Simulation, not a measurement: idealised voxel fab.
Process module name: voxel transistor to metal
Displayed cross-section: cut, width of 195 nm, square cells sized 5 nm.
Cross-section, as written here: a square-cell grid given band by band from the top down, where a band holds one or more rows of cells.
It is stipulated that each band's entry specify, in nanometres, the height of the top of the band and then that of its bottom, followed by the materials of the band in left-to-right sequence, each together with its width in nanometres. A single material marked by the word "everywhere" is understood to fill the band from edge to edge; the word "blank" is understood to denote empty space.
Where do heights start? At 0: under that level the wafer as delivered is made of one material only. And the lowest band has no floor; it just carries on downward, as in "from 0 down".
Note: "30->40" means the width goes from the first number (top row of the band) to the second number (bottom row) in equal steps per row of cells.
Key: "no change occurred" - step with no changed cell in the cross-section.
The entry "Entrapped voids" lists the empty spaces that cover at least 8 cells and have no open path to the top. Each is written as width x height at distance, where the distance is measured from the left edge and all three values are in nm.
Past the settings on a step's line: simulator remark, on that step.
When a step includes a mask, the "overlay nm" setting on its line states how far to the right of its planned place that mask lay, and negative values state how far to the left.
Planned step list for the process
step 1: RECEIVE | material Si
step 2: CONFORMAL_DEP | material SiO2 | thk nm 5
step 3: CONFORMAL_DEP | material SiN | thk nm 10
step 4: DIRECTIONAL_DEP | material aC | thk nm 15
step 5: PATTERN | tone cover | mask id ACTIVE | material resist | width nm 105 | thk nm 35 | overlay nm 0
step 6: DIRECTIONAL_ETCH | etch materials aC | depth nm 15
step 7: STRIP | etch materials resist
step 8: DIRECTIONAL_ETCH | etch materials SiN | depth nm 10
step 9: DIRECTIONAL_ETCH | etch materials SiO2 | depth nm 5
step 10: DIRECTIONAL_ETCH | etch materials Si | depth nm 25
step 11: STRIP | etch materials aC
step 12: OXIDIZE | depth nm 5
step 13: FILL_DEP | material SiO2 | thk nm 10
step 14: CMP | height nm 15
step 15: SELECTIVE_ETCH | etch materials SiO2 | depth nm 5
step 16: STRIP | etch materials SiN
step 17: SELECTIVE_ETCH | etch materials SiO2 | depth nm 5
step 18: OXIDIZE | depth nm 5
step 19: DIRECTIONAL_DEP | material polySi | thk nm 20
step 20: DIRECTIONAL_DEP | material SiCN | thk nm 15
step 21: DIRECTIONAL_DEP | material aC | thk nm 10
step 22: PATTERN | tone cover | mask id GATE | material resist | width nm 25 | thk nm 30 | overlay nm 0
step 23: DIRECTIONAL_ETCH | etch materials aC | depth nm 10
step 24: STRIP | etch materials resist
step 25: DIRECTIONAL_ETCH | etch materials SiCN | depth nm 25
step 26: DIRECTIONAL_ETCH | etch materials polySi | depth nm 30
step 27: STRIP | etch materials aC
step 28: CONFORMAL_DEP | material SiN | thk nm 5
step 29: DIRECTIONAL_ETCH | etch materials SiN | depth nm 5
step 30: DIRECTIONAL_ETCH | etch materials SiO2 | depth nm 5
step 31: DIRECTIONAL_ETCH | etch materials Si | depth nm 10
step 32: EPI | material SiGe | thk nm 15
step 33: FILL_DEP | material SiO2 | thk nm 10
step 34: CMP | height nm 20
step 35: STRIP | etch materials polySi
step 36: SELECTIVE_ETCH | etch materials SiO2 | depth nm 5
step 37: CONFORMAL_DEP | material HfO2 | thk nm 5
step 38: CONFORMAL_DEP | material TiN | thk nm 5
step 39: FILL_DEP | material W | thk nm 10
step 40: CMP | height nm 15
step 41: DIRECTIONAL_DEP | material SiO2 | thk nm 10
step 42: MASKED_ETCH | tone open | mask id CONTACT | width nm 15 | pitch nm 80 | etch materials SiO2 | depth nm 25 | overlay nm 0
step 43: CONFORMAL_DEP | material TiN | thk nm 5
step 44: FILL_DEP | material W | thk nm 5
step 45: CMP | height nm 25
step 46: DIRECTIONAL_DEP | material TiN | thk nm 5
step 47: DIRECTIONAL_DEP | material W | thk nm 15
step 48: DIRECTIONAL_DEP | material aC | thk nm 15
step 49: PATTERN | tone cover | mask id METAL_1 | material resist | width nm 15 | pitch nm 80 | thk nm 35 | overlay nm 0
step 50: DIRECTIONAL_ETCH | etch materials aC | depth nm 15
step 51: STRIP | etch materials resist
step 52: DIRECTIONAL_ETCH | etch materials W | depth nm 15
step 53: DIRECTIONAL_ETCH | etch materials TiN | depth nm 5
step 54: STRIP | etch materials aC
step 55: FILL_DEP | material SiO2 | thk nm 10
step 56: CMP | height nm 45
step 57: CONFORMAL_DEP | material SiCN | thk nm 5
step 58: DIRECTIONAL_DEP | material SiO2 | thk nm 30
step 59: DIRECTIONAL_DEP | material aC | thk nm 15
step 60: PATTERN | tone open | mask id METAL_2 | material resist | width nm 15 | pitch nm 80 | thk nm 35 | overlay nm 0
step 61: DIRECTIONAL_ETCH | etch materials aC | depth nm 15
step 62: STRIP | etch materials resist
step 63: DIRECTIONAL_ETCH | etch materials SiO2 | depth nm 20
step 64: STRIP | etch materials aC
step 65: PATTERN | tone open | mask id METAL_2_HOLES | material resist | width nm 15 | pitch nm 80 | thk nm 15 | overlay nm 0
step 66: DIRECTIONAL_ETCH | etch materials SiO2 | depth nm 10
step 67: DIRECTIONAL_ETCH | etch materials SiCN | depth nm 5
step 68: STRIP | etch materials resist
step 69: CONFORMAL_DEP | material TiN | thk nm 5
step 70: FILL_DEP | material Ru | thk nm 10
step 71: CMP | height nm 80
step 72: CONFORMAL_DEP | material SiCN | thk nm 5
as received, after step 1
    from 0 down: Si everywhere
    Entrapped voids: none
first wafer at the end, as planned
    from 85 to 80: SiCN everywhere
    from 80 to 50: 50 of SiO2  5 of TiN  5 of Ru  5 of TiN  65 of SiO2  5 of TiN  5 of Ru  5 of TiN  50 of SiO2
    from 50 to 45: 50 of SiCN  15 of TiN  65 of SiCN  15 of TiN  50 of SiCN
    from 45 to 30: 50 of SiO2  15 of W  65 of SiO2  15 of W  50 of SiO2
    from 30 to 25: 50 of SiO2  15 of TiN  65 of SiO2  15 of TiN  50 of SiO2
    from 25 to 15: 50 of SiO2  5 of TiN  5 of W  5 of TiN  65 of SiO2  5 of TiN  5 of W  5 of TiN  50 of SiO2
    from 15 to 10: 50 of SiO2  5 of TiN  5 of W  5 of TiN  15 of SiO2  5 of SiN  5 of HfO2  5 of TiN  5 of W  5 of TiN  5 of HfO2  5 of SiN  15 of SiO2  5 of TiN  5 of W  5 of TiN  50 of SiO2
    from 10 to 5: 50 of SiO2  5 of TiN  5 of W  5 of TiN  15 of SiGe  5 of SiN  5 of HfO2  5 of TiN  5 of W  5 of TiN  5 of HfO2  5 of SiN  15 of SiGe  5 of TiN  5 of W  5 of TiN  50 of SiO2
    from 5 to 0: 40 of SiO2  5 of SiN  5 of SiO2  15 of TiN  15 of SiGe  5 of SiN  5 of HfO2  15 of TiN  5 of HfO2  5 of SiN  15 of SiGe  15 of TiN  5 of SiO2  5 of SiN  40 of SiO2
    from 0 to -5: 45 of SiO2  35 of SiGe  35 of HfO2  35 of SiGe  45 of SiO2
    from -5 to -15: 50 of SiO2  30 of SiGe  35 of Si  30 of SiGe  50 of SiO2
    from -15 to -30: 50 of SiO2  95 of Si  50 of SiO2
    from -30 down: Si everywhere
    Entrapped voids: none
End of module, second wafer, cross-section. Started like the first, planned like the first, run with one mistake
    from 85 to 80: SiCN everywhere
    from 80 to 50: 50 of SiO2  5 of TiN  5 of Ru  5 of TiN  65 of SiO2  5 of TiN  5 of Ru  5 of TiN  50 of SiO2
    from 50 to 45: 50 of SiCN  15 of TiN  65 of SiCN  15 of TiN  50 of SiCN
    from 45 to 30: 50 of SiO2  15 of W  65 of SiO2  15 of W  50 of SiO2
    from 30 to 25: 50 of SiO2  15 of TiN  65 of SiO2  15 of TiN  50 of SiO2
    from 25 to 15: 50 of SiO2  5 of TiN  5 of W  5 of TiN  65 of SiO2  5 of TiN  5 of W  5 of TiN  50 of SiO2
    from 15 to 10: 50 of SiO2  5 of TiN  5 of W  5 of TiN  15 of SiO2  5 of SiN  5 of HfO2  5 of TiN  5 of W  5 of TiN  5 of HfO2  5 of SiN  15 of SiO2  5 of TiN  5 of W  5 of TiN  50 of SiO2
    from 10 to 5: 50 of SiO2  15 of TiN  15 of SiGe  5 of SiN  5 of HfO2  5 of TiN  5 of W  5 of TiN  5 of HfO2  5 of SiN  15 of SiGe  15 of TiN  50 of SiO2
    from 5 to 0: 35 of SiO2  5 of SiN  5 of SiO2  35 of SiGe  5 of SiN  5 of HfO2  15 of TiN  5 of HfO2  5 of SiN  35 of SiGe  5 of SiO2  5 of SiN  35 of SiO2
    from 0 to -5: 35 of SiO2  5 of SiN  5 of SiO2  5 of SiN  30 of SiGe  35 of HfO2  30 of SiGe  5 of SiN  5 of SiO2  5 of SiN  35 of SiO2
    from -5 to -10: 55 of SiO2  25 of SiGe  35 of Si  25 of SiGe  55 of SiO2
    from -10 to -15: 50 of SiO2  5 of Si  25 of SiGe  35 of Si  25 of SiGe  5 of Si  50 of SiO2
    from -15 to -30: 50 of SiO2  95 of Si  50 of SiO2
    from -30 down: Si everywhere
    Entrapped voids: none
What went wrong in running the wafer? the executed order of steps 15 and 16 is the reverse of that specified in the plan, each step having taken the other's position
It is noted that, at the conclusion of processing, the second wafer exhibits a higher or lower cell count for certain materials relative to the first: Si: 2 more | SiGe: 2 more | SiN: 4 more | SiO2: 2 fewer | TiN: 4 fewer | W: 2 fewer
